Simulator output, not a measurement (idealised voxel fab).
process module | voxel gate over fins
cross-section cut | 280 nm wide | cells 5 nm
A cross-section is a grid of square cells, given in bands from the top down. A band is one or more rows of cells.
Each band's line starts with the height of the band's top and of its bottom, in nm. Then come its materials from left to right, each with its width in nm. One material with "throughout" fills the band from edge to edge. "air" is empty space.
Height 0 is the level under which the wafer as received is all one material. The lowest band goes on downwards, as in "0 down".
A width such as "30 to 40" changes by the same amount from each row of cells to the next, from the band's top row to its bottom row.
"no change" after a step means that no cell of the cross-section changed.
closed voids: empty space of 8 cells or more with no open way to the top, each as width x height at its distance from the left edge, in nm
after a step's settings: what the simulator itself notes on the step
overlay nm, on a step with a mask: how far to the right of its planned place the mask lay; to the left if negative
plan
1 op RECEIVE | material Si
2 op CONFORMAL_DEP | material SiN | thk nm 5
3 op PATTERN | tone cover | mask id FINS | material resist | width nm 15 | pitch nm 35 | thk nm 15 | overlay nm 0
4 op DIRECTIONAL_ETCH | etch materials SiN | depth nm 5
5 op DIRECTIONAL_ETCH | etch materials Si | depth nm 40
6 op STRIP | etch materials resist
7 op OXIDIZE | depth nm 5
8 op FILL_DEP | material SiO2 | thk nm 15
9 op CMP | height nm 5
10 op SELECTIVE_ETCH | etch materials SiO2 | depth nm 15
11 op STRIP | etch materials SiN
12 op CONFORMAL_DEP | material HfO2 | thk nm 5
13 op CONFORMAL_DEP | material TiN | thk nm 5
14 op CONFORMAL_DEP | material TiAl | thk nm 5
15 op CONFORMAL_DEP | material TiN | thk nm 5
16 op FILL_DEP | material W | thk nm 10
17 op CMP | height nm 25
18 op CONFORMAL_DEP | material SiN | thk nm 10
as received, after step 1
  0 down: Si throughout
  closed voids: none
a wafer at the end: this start, this plan, one mistake
  35 to 25: SiN throughout
  25 to 20: W throughout
  20 to 15: W 80 | TiN 115 | W 85
  15 to 10: W 80 | TiN 5 | TiAl 105 | TiN 5 | W 85
  10 to 5: W 80 | TiN 5 | TiAl 5 | TiN 25 | TiAl 10 | TiN 25 | TiAl 10 | TiN 25 | TiAl 5 | TiN 5 | W 85
  5 to 0: W 80 | TiN 5 | TiAl 5 | TiN 5 | HfO2 15 | TiN 5 | TiAl 10 | TiN 5 | HfO2 15 | TiN 5 | TiAl 10 | TiN 5 | HfO2 15 | TiN 5 | TiAl 5 | TiN 5 | W 85
  0 to -5: W 80 | TiN 5 | TiAl 5 | TiN 5 | HfO2 5 | Si 5 | HfO2 5 | TiN 5 | TiAl 10 | TiN 5 | HfO2 5 | Si 5 | HfO2 5 | TiN 5 | TiAl 10 | TiN 5 | HfO2 5 | Si 5 | HfO2 5 | TiN 5 | TiAl 5 | TiN 5 | W 85
  -5 to -10: TiN 85 | TiAl 5 | TiN 5 | HfO2 5 | Si 5 | HfO2 5 | TiN 5 | TiAl 10 | TiN 5 | HfO2 5 | Si 5 | HfO2 5 | TiN 5 | TiAl 10 | TiN 5 | HfO2 5 | Si 5 | HfO2 5 | TiN 5 | TiAl 5 | TiN 90
  -10 to -15: TiAl 90 | TiN 5 | HfO2 5 | Si 5 | HfO2 5 | TiN 5 | TiAl 10 | TiN 5 | HfO2 5 | Si 5 | HfO2 5 | TiN 5 | TiAl 10 | TiN 5 | HfO2 5 | Si 5 | HfO2 5 | TiN 5 | TiAl 95
  -15 to -20: TiN 95 | HfO2 5 | Si 5 | HfO2 5 | TiN 20 | HfO2 5 | Si 5 | HfO2 5 | TiN 20 | HfO2 5 | Si 5 | HfO2 5 | TiN 100
  -20 to -25: HfO2 100 | Si 5 | HfO2 30 | Si 5 | HfO2 30 | Si 5 | HfO2 105
  -25 to -45: SiO2 100 | Si 5 | SiO2 30 | Si 5 | SiO2 30 | Si 5 | SiO2 105
  -45 down: Si throughout
  closed voids: none
what went wrong: step 10 was run twice
